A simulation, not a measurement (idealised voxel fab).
process module | voxel ribs on slabs
cross-section cut | 265 nm wide | cells 5 nm
A cross-section is a grid of square cells, given in bands from the top down. A band is one or more rows of cells.
Each band's line starts with the height of the band's top and of its bottom, in nm. Then come its materials from left to right, each with its width in nm. One material with "throughout" fills the band from edge to edge. "air" is empty space.
Height 0 is the level under which the wafer as received is all one material. The lowest band goes on downwards, as in "0 down".
A width such as "30 to 40" changes by the same amount from each row of cells to the next, from the band's top row to its bottom row.
"no change" after a step means that no cell of the cross-section changed.
closed voids: empty space of 8 cells or more with no open way to the top, each as width x height at its distance from the left edge, in nm
after a step's settings: what the simulator itself notes on the step
overlay nm, on a step with a mask: how far to the right of its planned place the mask lay; to the left if negative
plan
1 op RECEIVE | material Si
2 op DIRECTIONAL_DEP | material SiO2 | thk nm 30
3 op DIRECTIONAL_DEP | material SiN | thk nm 25
4 op PATTERN | tone cover | mask id RIB | material resist | width nm 20 | thk nm 15 | overlay nm 0
5 op DIRECTIONAL_ETCH | etch materials SiN | depth nm 15
6 op STRIP | etch materials resist
7 op PATTERN | tone cover | mask id SLAB | material resist | width nm 70 | thk nm 20 | overlay nm 0
8 op DIRECTIONAL_ETCH | etch materials SiN | depth nm 10
9 op STRIP | etch materials resist
10 op FILL_DEP | material SiO2 | thk nm 15
11 op CMP | height nm 65
12 op DIRECTIONAL_DEP | material W | thk nm 5
13 op PATTERN | tone cover | mask id HEATER | material resist | width nm 30 | thk nm 15 | overlay nm 0
14 op DIRECTIONAL_ETCH | etch materials W | depth nm 5
15 op STRIP | etch materials resist
16 op CONFORMAL_DEP | material SiO2 | thk nm 10
first wafer, as planned
as received, after step 1
  0 down: Si throughout
  closed voids: none
after step 2
  30 to 0: SiO2 throughout
  below 0: unchanged
after step 3
  55 to 30: SiN throughout
  below 30: unchanged
after step 4
  70 to 55: air 120 | resist 20 | air 125
  below 55: unchanged
after step 5
  70 to 55: air 120 | resist 20 | air 125
  55 to 40: air 120 | SiN 20 | air 125
  below 40: unchanged
after step 6
  55 to 40: air 120 | SiN 20 | air 125
  below 40: unchanged
after step 7
  75 to 55: air 95 | resist 70 | air 100
  55 to 40: air 95 | resist 25 | SiN 20 | resist 25 | air 100
  below 40: unchanged
after step 8
  75 to 55: air 95 | resist 70 | air 100
  55 to 40: air 95 | resist 25 | SiN 20 | resist 25 | air 100
  40 to 30: air 95 | SiN 70 | air 100
  below 30: unchanged
after step 9
  55 to 40: air 120 | SiN 20 | air 125
  below 40: unchanged
after step 10
  70 to 55: SiO2 throughout
  55 to 40: SiO2 120 | SiN 20 | SiO2 125
  40 to 30: SiO2 95 | SiN 70 | SiO2 100
  below 30: unchanged
after step 11
  65 to 55: SiO2 throughout
  below 55: unchanged
after step 12
  70 to 65: W throughout
  below 65: unchanged
after step 13
  85 to 70: air 115 | resist 30 | air 120
  below 70: unchanged
after step 14
  85 to 70: air 115 | resist 30 | air 120
  70 to 65: air 115 | W 30 | air 120
  below 65: unchanged
after step 15
  70 to 65: air 115 | W 30 | air 120
  below 65: unchanged
after step 16
  80 to 75: air 105 | SiO2 50 | air 110
  75 to 70: SiO2 throughout
  70 to 65: SiO2 115 | W 30 | SiO2 120
  below 65: unchanged
second wafer: like start, like plan, one mistake. Through step 9 it matches the first wafer
when step 10 should have ended
  70 to 55: W throughout
  55 to 40: W 120 | SiN 20 | W 125
  40 to 30: W 95 | SiN 70 | W 100
  below 30: unchanged
when step 11 should have ended
  65 to 55: W throughout
  below 55: unchanged
when step 12 should have ended
  70 to 55: W throughout
  below 55: unchanged
when step 13 should have ended
  85 to 70: air 115 | resist 30 | air 120
  below 70: unchanged
when step 14 should have ended
  85 to 70: air 115 | resist 30 | air 120
  70 to 65: air 115 | W 30 | air 120
  below 65: unchanged
when step 15 should have ended
  70 to 65: air 115 | W 30 | air 120
  below 65: unchanged
when step 16 should have ended
  80 to 75: air 105 | SiO2 50 | air 110
  75 to 70: SiO2 throughout
  70 to 65: SiO2 115 | W 30 | SiO2 120
  below 65: unchanged
what went wrong: step 10 ran as: op FILL_DEP | material W | thk nm 15
at the end the second wafer has, in cells: 331 fewer of SiO2 | 331 more of W
